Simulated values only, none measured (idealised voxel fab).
Process module heading - voxel spacer lines
For reference, the cross-section in this document is cut, with width 185 nm and square cells of 5 nm.
Think of the cross-section as a grid of square cells. We describe it in bands, top to bottom, and each band covers one or more rows of those cells.
The band entry comprises the height of the band's top followed by the height of its bottom, expressed in nm, and subsequently the band's materials from left to right, each stated together with its width in nm. Where a single material is marked with the word "all across", that material fills the band from edge to edge. The word "air" represents empty space.
Counting heights begins at 0, where everything beneath is, in the wafer as received, one material. The lowest band has no bottom; it goes on downwards, as "0 and below" shows.
Quick explanation for "30 to 40": the width changes in equal steps down the rows of cells, from the first number in the band's top row to the second number in its bottom row.
The designation "left unchanged", where it is given for a processing step, indicates that no cell of the cross-section was altered in the course of that step.
"Closed cavities" means: voids of 8 cells or more that are shut off from the top with no open way through. Written width x height at distance, distance from the left edge, in nm.
Past the settings on a step's line: simulator remark, on that step.
overlay nm: where the mask lay relative to plan, measured to the right, on steps with a mask; negatives go left.
Steps in the process plan
1 RECEIVE | material Si
2 CONFORMAL_DEP | material Al2O3 | thk nm 5
3 DIRECTIONAL_DEP | material SiN | thk nm 10
4 DIRECTIONAL_DEP | material aC | thk nm 25
5 PATTERN | tone cover | mask id MANDREL | material resist | width nm 25 | pitch nm 70 | thk nm 30 | overlay nm 0
6 DIRECTIONAL_ETCH | etch materials aC | depth nm 25
7 STRIP | etch materials resist
8 CONFORMAL_DEP | material SiO2 | thk nm 10
9 DIRECTIONAL_ETCH | etch materials SiO2 | depth nm 10
10 STRIP | etch materials aC
11 DIRECTIONAL_ETCH | etch materials SiN | depth nm 10
12 STRIP | etch materials SiO2
13 FILL_DEP | material lowk | thk nm 5
14 CMP | height nm 15
So, the first of our two wafers, run just as we planned it
As-received wafer cross-section (after step 1)
    0 and below | Si all across
    Closed cavities: none
The wafer, seen in cross-section, after step 2
    5 down to 0 | Al2O3 all across
    Under 0: no change, same as before.
The wafer, seen in cross-section, after step 3
    15 down to 5 | SiN all across
    Under 5: no change, same as before.
The wafer, seen in cross-section, after step 4
    40 down to 15 | aC all across
    Under 15: no change, same as before.
The wafer, seen in cross-section, after step 5
    70 down to 40 | 45 air | 25 resist | 45 air | 25 resist | 45 air
    Under 40: no change, same as before.
The wafer, seen in cross-section, after step 6
    45 down to 40 | 45 air | 25 resist | 45 air | 25 resist | 45 air
    40 down to 15 | 45 air | 25 aC | 45 air | 25 aC | 45 air
    Under 15: no change, same as before.
The wafer, seen in cross-section, after step 7
    40 down to 15 | 45 air | 25 aC | 45 air | 25 aC | 45 air
    Under 15: no change, same as before.
The wafer, seen in cross-section, after step 8
    50 down to 40 | 35 air | 45 SiO2 | 25 air | 45 SiO2 | 35 air
    40 down to 25 | 35 air | 10 SiO2 | 25 aC | 10 SiO2 | 25 air | 10 SiO2 | 25 aC | 10 SiO2 | 35 air
    25 down to 15 | 45 SiO2 | 25 aC | 45 SiO2 | 25 aC | 45 SiO2
    Under 15: no change, same as before.
The wafer, seen in cross-section, after step 9
    40 down to 15 | 35 air | 10 SiO2 | 25 aC | 10 SiO2 | 25 air | 10 SiO2 | 25 aC | 10 SiO2 | 35 air
    Under 15: no change, same as before.
The wafer, seen in cross-section, after step 10
    40 down to 15 | 35 air | 10 SiO2 | 25 air | 10 SiO2 | 25 air | 10 SiO2 | 25 air | 10 SiO2 | 35 air
    Under 15: no change, same as before.
The wafer, seen in cross-section, after step 11
    40 down to 15 | 35 air | 10 SiO2 | 25 air | 10 SiO2 | 25 air | 10 SiO2 | 25 air | 10 SiO2 | 35 air
    15 down to 5 | 35 air | 10 SiN | 25 air | 10 SiN | 25 air | 10 SiN | 25 air | 10 SiN | 35 air
    Under 5: no change, same as before.
The wafer, seen in cross-section, after step 12
    15 down to 5 | 35 air | 10 SiN | 25 air | 10 SiN | 25 air | 10 SiN | 25 air | 10 SiN | 35 air
    Under 5: no change, same as before.
The wafer, seen in cross-section, after step 13
    20 down to 15 | lowk all across
    15 down to 5 | 35 lowk | 10 SiN | 25 lowk | 10 SiN | 25 lowk | 10 SiN | 25 lowk | 10 SiN | 35 lowk
    Under 5: no change, same as before.
The wafer, seen in cross-section, after step 14
    15 down to 5 | 35 lowk | 10 SiN | 25 lowk | 10 SiN | 25 lowk | 10 SiN | 25 lowk | 10 SiN | 35 lowk
    Under 5: no change, same as before.
Second Wafer (Identical Start and Plan, One Processing Error; Matches First Wafer Through Step 4)
Here is the second wafer in cross-section at the point where step 5 of the plan should have been done
    70 down to 40 | 40 air | 35 resist | 35 air | 35 resist | 40 air
    Under 40: no change, same as before.
Here is the second wafer in cross-section at the point where step 6 of the plan should have been done
    45 down to 40 | 40 air | 35 resist | 35 air | 35 resist | 40 air
    40 down to 15 | 40 air | 35 aC | 35 air | 35 aC | 40 air
    Under 15: no change, same as before.
Here is the second wafer in cross-section at the point where step 7 of the plan should have been done
    40 down to 15 | 40 air | 35 aC | 35 air | 35 aC | 40 air
    Under 15: no change, same as before.
Here is the second wafer in cross-section at the point where step 8 of the plan should have been done
    50 down to 40 | 30 air | 55 SiO2 | 15 air | 55 SiO2 | 30 air
    40 down to 25 | 30 air | 10 SiO2 | 35 aC | 10 SiO2 | 15 air | 10 SiO2 | 35 aC | 10 SiO2 | 30 air
    25 down to 15 | 40 SiO2 | 35 aC | 35 SiO2 | 35 aC | 40 SiO2
    Under 15: no change, same as before.
Here is the second wafer in cross-section at the point where step 9 of the plan should have been done
    40 down to 15 | 30 air | 10 SiO2 | 35 aC | 10 SiO2 | 15 air | 10 SiO2 | 35 aC | 10 SiO2 | 30 air
    Under 15: no change, same as before.
Here is the second wafer in cross-section at the point where step 10 of the plan should have been done
    40 down to 15 | 30 air | 10 SiO2 | 35 air | 10 SiO2 | 15 air | 10 SiO2 | 35 air | 10 SiO2 | 30 air
    Under 15: no change, same as before.
Here is the second wafer in cross-section at the point where step 11 of the plan should have been done
    40 down to 15 | 30 air | 10 SiO2 | 35 air | 10 SiO2 | 15 air | 10 SiO2 | 35 air | 10 SiO2 | 30 air
    15 down to 5 | 30 air | 10 SiN | 35 air | 10 SiN | 15 air | 10 SiN | 35 air | 10 SiN | 30 air
    Under 5: no change, same as before.
Here is the second wafer in cross-section at the point where step 12 of the plan should have been done
    15 down to 5 | 30 air | 10 SiN | 35 air | 10 SiN | 15 air | 10 SiN | 35 air | 10 SiN | 30 air
    Under 5: no change, same as before.
Here is the second wafer in cross-section at the point where step 13 of the plan should have been done
    20 down to 15 | lowk all across
    15 down to 5 | 30 lowk | 10 SiN | 35 lowk | 10 SiN | 15 lowk | 10 SiN | 35 lowk | 10 SiN | 30 lowk
    Under 5: no change, same as before.
Here is the second wafer in cross-section at the point where step 14 of the plan should have been done
    15 down to 5 | 30 lowk | 10 SiN | 35 lowk | 10 SiN | 15 lowk | 10 SiN | 35 lowk | 10 SiN | 30 lowk
    Under 5: no change, same as before.
Heads up, the wafer didn't run the way we planned it: it should be noted that step 5 was executed with settings other than those planned, the operation and settings actually applied being PATTERN | tone cover | mask id MANDREL | material resist | width nm 35 | pitch nm 70 | thk nm 30 | overlay nm 0
If you tally the cells, the second wafer ends up with the same amount of every material as the first; it's all just sitting in different places.
